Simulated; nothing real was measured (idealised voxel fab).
process module | voxel self aligned contacts
cross-section cut | 235 nm wide | cells 5 nm
A cross-section is a grid of square cells, given in bands from the top down. A band is one or more rows of cells.
Each band's line starts with the height of the band's top and of its bottom, in nm. Then come its materials from left to right, each with its width in nm. One material with "throughout" fills the band from edge to edge. "air" is empty space.
Height 0 is the level under which the wafer as received is all one material. The lowest band goes on downwards, as in "0 down".
A width such as "30 to 40" changes by the same amount from each row of cells to the next, from the band's top row to its bottom row.
"no change" after a step means that no cell of the cross-section changed.
closed voids: empty space of 8 cells or more with no open way to the top, each as width x height at its distance from the left edge, in nm
after a step's settings: what the simulator itself notes on the step
overlay nm, on a step with a mask: how far to the right of its planned place the mask lay; to the left if negative
plan
1 op RECEIVE | material Si
2 op CONFORMAL_DEP | material SiO2 | thk nm 5
3 op DIRECTIONAL_DEP | material polySi | thk nm 30
4 op DIRECTIONAL_DEP | material SiN | thk nm 20
5 op DIRECTIONAL_DEP | material aC | thk nm 15
6 op PATTERN | tone cover | mask id GATE | material resist | width nm 25 | pitch nm 60 | thk nm 30 | overlay nm 0
7 op DIRECTIONAL_ETCH | etch materials aC | depth nm 15
8 op STRIP | etch materials resist
9 op DIRECTIONAL_ETCH | etch materials SiN | depth nm 20
10 op DIRECTIONAL_ETCH | etch materials polySi | depth nm 30
11 op STRIP | etch materials aC
12 op CONFORMAL_DEP | material SiN | thk nm 10
13 op DIRECTIONAL_ETCH | etch materials SiN | depth nm 10
14 op FILL_DEP | material SiO2 | thk nm 15
15 op CMP | height nm 65
16 op MASKED_ETCH | tone open | mask id CONTACT | width nm 45 | pitch nm 60 | etch materials SiO2 | depth nm 65 | overlay nm 0
17 op CONFORMAL_DEP | material TiN | thk nm 5
18 op FILL_DEP | material W | thk nm 5
19 op CMP | height nm 65
20 op CONFORMAL_DEP | material SiN | thk nm 5
first wafer, as planned
as received, after step 1
  0 down: Si throughout
  closed voids: none
after step 2
  5 to 0: SiO2 throughout
  below 0: unchanged
after step 3
  35 to 5: polySi throughout
  below 5: unchanged
after step 4
  55 to 35: SiN throughout
  below 35: unchanged
after step 5
  70 to 55: aC throughout
  below 55: unchanged
after step 6
  100 to 70: air 45 | resist 25 | air 35 | resist 25 | air 35 | resist 25 | air 45
  below 70: unchanged
after step 7
  85 to 70: air 45 | resist 25 | air 35 | resist 25 | air 35 | resist 25 | air 45
  70 to 55: air 45 | aC 25 | air 35 | aC 25 | air 35 | aC 25 | air 45
  below 55: unchanged
after step 8
  70 to 55: air 45 | aC 25 | air 35 | aC 25 | air 35 | aC 25 | air 45
  below 55: unchanged
after step 9
  70 to 55: air 45 | aC 25 | air 35 | aC 25 | air 35 | aC 25 | air 45
  55 to 35: air 45 | SiN 25 | air 35 | SiN 25 | air 35 | SiN 25 | air 45
  below 35: unchanged
after step 10
  70 to 55: air 45 | aC 25 | air 35 | aC 25 | air 35 | aC 25 | air 45
  55 to 35: air 45 | SiN 25 | air 35 | SiN 25 | air 35 | SiN 25 | air 45
  35 to 5: air 45 | polySi 25 | air 35 | polySi 25 | air 35 | polySi 25 | air 45
  below 5: unchanged
after step 11
  55 to 35: air 45 | SiN 25 | air 35 | SiN 25 | air 35 | SiN 25 | air 45
  below 35: unchanged
after step 12
  65 to 35: air 35 | SiN 45 | air 15 | SiN 45 | air 15 | SiN 45 | air 35
  35 to 15: air 35 | SiN 10 | polySi 25 | SiN 10 | air 15 | SiN 10 | polySi 25 | SiN 10 | air 15 | SiN 10 | polySi 25 | SiN 10 | air 35
  15 to 5: SiN 45 | polySi 25 | SiN 35 | polySi 25 | SiN 35 | polySi 25 | SiN 45
  below 5: unchanged
after step 13
  55 to 35: air 35 | SiN 45 | air 15 | SiN 45 | air 15 | SiN 45 | air 35
  35 to 5: air 35 | SiN 10 | polySi 25 | SiN 10 | air 15 | SiN 10 | polySi 25 | SiN 10 | air 15 | SiN 10 | polySi 25 | SiN 10 | air 35
  below 5: unchanged
after step 14
  70 to 55: SiO2 throughout
  55 to 35: SiO2 35 | SiN 45 | SiO2 15 | SiN 45 | SiO2 15 | SiN 45 | SiO2 35
  35 to 5: SiO2 35 | SiN 10 | polySi 25 | SiN 10 | SiO2 15 | SiN 10 | polySi 25 | SiN 10 | SiO2 15 | SiN 10 | polySi 25 | SiN 10 | SiO2 35
  below 5: unchanged
after step 15
  65 to 55: SiO2 throughout
  below 55: unchanged
after step 16
  65 to 55: SiO2 65 | air 45 | SiO2 15 | air 45 | SiO2 65
  55 to 35: SiO2 35 | SiN 45 | air 15 | SiN 45 | air 15 | SiN 45 | SiO2 35
  35 to 5: SiO2 35 | SiN 10 | polySi 25 | SiN 10 | air 15 | SiN 10 | polySi 25 | SiN 10 | air 15 | SiN 10 | polySi 25 | SiN 10 | SiO2 35
  5 to 0: SiO2 80 | air 15 | SiO2 45 | air 15 | SiO2 80
  below 0: unchanged
after step 17
  70 to 65: TiN 70 | air 35 | TiN 25 | air 35 | TiN 70
  65 to 55: SiO2 65 | TiN 5 to 20 | air 35 to 5 | TiN 5 to 20 | SiO2 15 | TiN 5 to 20 | air 35 to 5 | TiN 5 to 20 | SiO2 65
  55 to 35: SiO2 35 | SiN 45 | TiN 5 | air 5 | TiN 5 | SiN 45 | TiN 5 | air 5 | TiN 5 | SiN 45 | SiO2 35
  35 to 5: SiO2 35 | SiN 10 | polySi 25 | SiN 10 | TiN 5 | air 5 | TiN 5 | SiN 10 | polySi 25 | SiN 10 | TiN 5 | air 5 | TiN 5 | SiN 10 | polySi 25 | SiN 10 | SiO2 35
  5 to 0: SiO2 80 | TiN 15 | SiO2 45 | TiN 15 | SiO2 80
  below 0: unchanged
after step 18
  75 to 70: W throughout
  70 to 65: TiN 70 | W 35 | TiN 25 | W 35 | TiN 70
  65 to 55: SiO2 65 | TiN 5 to 20 | W 35 to 5 | TiN 5 to 20 | SiO2 15 | TiN 5 to 20 | W 35 to 5 | TiN 5 to 20 | SiO2 65
  55 to 35: SiO2 35 | SiN 45 | TiN 5 | W 5 | TiN 5 | SiN 45 | TiN 5 | W 5 | TiN 5 | SiN 45 | SiO2 35
  35 to 5: SiO2 35 | SiN 10 | polySi 25 | SiN 10 | TiN 5 | W 5 | TiN 5 | SiN 10 | polySi 25 | SiN 10 | TiN 5 | W 5 | TiN 5 | SiN 10 | polySi 25 | SiN 10 | SiO2 35
  below 5: unchanged
after step 19
  65 to 55: SiO2 65 | TiN 5 to 20 | W 35 to 5 | TiN 5 to 20 | SiO2 15 | TiN 5 to 20 | W 35 to 5 | TiN 5 to 20 | SiO2 65
  below 55: unchanged
after step 20
  70 to 65: SiN throughout
  below 65: unchanged
second wafer: like start, like plan, one mistake. Through step 9 it matches the first wafer
when step 10 should have ended
  70 to 55: air 45 | aC 25 | air 35 | aC 25 | air 35 | aC 25 | air 45
  55 to 35: air 45 | SiN 25 | air 35 | SiN 25 | air 35 | SiN 25 | air 45
  35 to 15: air 45 | polySi 25 | air 35 | polySi 25 | air 35 | polySi 25 | air 45
  below 15: unchanged
when step 11 should have ended
  55 to 35: air 45 | SiN 25 | air 35 | SiN 25 | air 35 | SiN 25 | air 45
  below 35: unchanged
when step 12 should have ended
  65 to 35: air 35 | SiN 45 | air 15 | SiN 45 | air 15 | SiN 45 | air 35
  35 to 25: air 35 | SiN 10 | polySi 25 | SiN 10 | air 15 | SiN 10 | polySi 25 | SiN 10 | air 15 | SiN 10 | polySi 25 | SiN 10 | air 35
  25 to 15: SiN 45 | polySi 25 | SiN 35 | polySi 25 | SiN 35 | polySi 25 | SiN 45
  below 15: unchanged
when step 13 should have ended
  55 to 35: air 35 | SiN 45 | air 15 | SiN 45 | air 15 | SiN 45 | air 35
  35 to 15: air 35 | SiN 10 | polySi 25 | SiN 10 | air 15 | SiN 10 | polySi 25 | SiN 10 | air 15 | SiN 10 | polySi 25 | SiN 10 | air 35
  below 15: unchanged
when step 14 should have ended
  70 to 55: SiO2 throughout
  55 to 35: SiO2 35 | SiN 45 | SiO2 15 | SiN 45 | SiO2 15 | SiN 45 | SiO2 35
  35 to 15: SiO2 35 | SiN 10 | polySi 25 | SiN 10 | SiO2 15 | SiN 10 | polySi 25 | SiN 10 | SiO2 15 | SiN 10 | polySi 25 | SiN 10 | SiO2 35
  below 15: unchanged
when step 15 should have ended
  65 to 55: SiO2 throughout
  below 55: unchanged
when step 16 should have ended
  65 to 55: SiO2 65 | air 45 | SiO2 15 | air 45 | SiO2 65
  55 to 35: SiO2 35 | SiN 45 | air 15 | SiN 45 | air 15 | SiN 45 | SiO2 35
  35 to 15: SiO2 35 | SiN 10 | polySi 25 | SiN 10 | air 15 | SiN 10 | polySi 25 | SiN 10 | air 15 | SiN 10 | polySi 25 | SiN 10 | SiO2 35
  below 15: unchanged
when step 17 should have ended
  70 to 65: TiN 70 | air 35 | TiN 25 | air 35 | TiN 70
  65 to 55: SiO2 65 | TiN 5 to 20 | air 35 to 5 | TiN 5 to 20 | SiO2 15 | TiN 5 to 20 | air 35 to 5 | TiN 5 to 20 | SiO2 65
  55 to 35: SiO2 35 | SiN 45 | TiN 5 | air 5 | TiN 5 | SiN 45 | TiN 5 | air 5 | TiN 5 | SiN 45 | SiO2 35
  35 to 20: SiO2 35 | SiN 10 | polySi 25 | SiN 10 | TiN 5 | air 5 | TiN 5 | SiN 10 | polySi 25 | SiN 10 | TiN 5 | air 5 | TiN 5 | SiN 10 | polySi 25 | SiN 10 | SiO2 35
  20 to 15: SiO2 35 | SiN 10 | polySi 25 | SiN 10 | TiN 15 | SiN 10 | polySi 25 | SiN 10 | TiN 15 | SiN 10 | polySi 25 | SiN 10 | SiO2 35
  below 15: unchanged
when step 18 should have ended
  75 to 70: W throughout
  70 to 65: TiN 70 | W 35 | TiN 25 | W 35 | TiN 70
  65 to 55: SiO2 65 | TiN 5 to 20 | W 35 to 5 | TiN 5 to 20 | SiO2 15 | TiN 5 to 20 | W 35 to 5 | TiN 5 to 20 | SiO2 65
  55 to 35: SiO2 35 | SiN 45 | TiN 5 | W 5 | TiN 5 | SiN 45 | TiN 5 | W 5 | TiN 5 | SiN 45 | SiO2 35
  35 to 20: SiO2 35 | SiN 10 | polySi 25 | SiN 10 | TiN 5 | W 5 | TiN 5 | SiN 10 | polySi 25 | SiN 10 | TiN 5 | W 5 | TiN 5 | SiN 10 | polySi 25 | SiN 10 | SiO2 35
  below 20: unchanged
when step 19 should have ended
  65 to 55: SiO2 65 | TiN 5 to 20 | W 35 to 5 | TiN 5 to 20 | SiO2 15 | TiN 5 to 20 | W 35 to 5 | TiN 5 to 20 | SiO2 65
  below 55: unchanged
when step 20 should have ended
  70 to 65: SiN throughout
  below 65: unchanged
what went wrong: step 10 ran as: op DIRECTIONAL_ETCH | etch materials polySi | depth nm 20
at the end the second wafer has, in cells: 24 fewer of SiN | 22 fewer of SiO2 | 12 fewer of TiN | 6 fewer of W | 64 more of polySi
